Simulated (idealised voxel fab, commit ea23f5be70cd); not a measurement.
The process module presented herein is designated voxel released beams.
We display cut, a cross-section 175 nm in width whose square cells are each 5 nm.
A cross-section in this document is a grid of square cells, and it is written down as bands, the top band listed before the ones below it; a band is made up of one or more rows of cells. It is stipulated that each band's entry specify, in nanometres, the height of the top of the band and then that of its bottom, followed by the materials of the band in left-to-right sequence, each together with its width in nanometres. A single material marked by the word "full width" is understood to fill the band from edge to edge; the word "empty" is understood to denote empty space. Ref level 0: as-received wafer is one material below here. Bottom band extends down with no lower bound ("z 0 and below"). Width: "30..40" (first number = top row, second number = bottom row, same change from row to row of cells). "no modification" after a step means that no cell of the cross-section changed. This entry, "Enclosed voids", enumerates those empty regions of no fewer than 8 cells that possess no open connection to the top. Each region is reported in the form width x height at distance, the distance being taken from the left edge, with all three quantities expressed in nm. If you see something after the settings on a step's line, that's the simulator's own remark about that step. Regarding "overlay nm": on a step with a mask, it is the distance the mask lay to the right of its planned place; a negative value places it to the left.

# This section lists the process steps that were planned
1 RECEIVE with material Si
2 CONFORMAL_DEP with material SiN, thk nm 10
3 DIRECTIONAL_DEP with material SiO2, thk nm 15
4 PATTERN with tone open, mask id ANCHOR, material resist, width nm 45, thk nm 20, overlay nm 0
5 DIRECTIONAL_ETCH with etch materials SiO2, depth nm 15
6 STRIP with etch materials resist
7 CONFORMAL_DEP with material W, thk nm 15
8 MASKED_ETCH with tone cover, mask id BEAM, width nm 110, etch materials W, depth nm 15, overlay nm 0
9 STRIP with etch materials SiO2

# As-received state of the wafer in cross-section, equivalent to post-step 1
	z 0 and below  Si full width
	Enclosed voids: none

# Looking at the first of two wafers in cross-section at end of module - ran to plan
	z 40 to 25  empty (30)  W (20)  empty (15)  W (75)  empty (35)
	z 25 to 10  empty (35)  W (45)  empty (95)
	z 10 to 0  SiN full width
	z 0 and below  Si full width
	Enclosed voids: none

# Wafer two cross-section, module end. Start and plan unchanged from wafer one; one mistake made during the run
	z 40 to 25  empty (35)  W (15)  empty (15)  W (70)  empty (40)
	z 25 to 10  empty (35)  W (45)  empty (95)
	z 10 to 0  SiN full width
	z 0 and below  Si full width
	Enclosed voids: none
Heads up, the wafer didn't run the way we planned it: it should be noted that step 8 was executed with settings other than those planned, the operation and settings actually applied being MASKED_ETCH with tone cover, mask id BEAM, width nm 100, etch materials W, depth nm 15, overlay nm 0
Final wafer comparison in cells, second versus first, more or fewer per material: -6 W
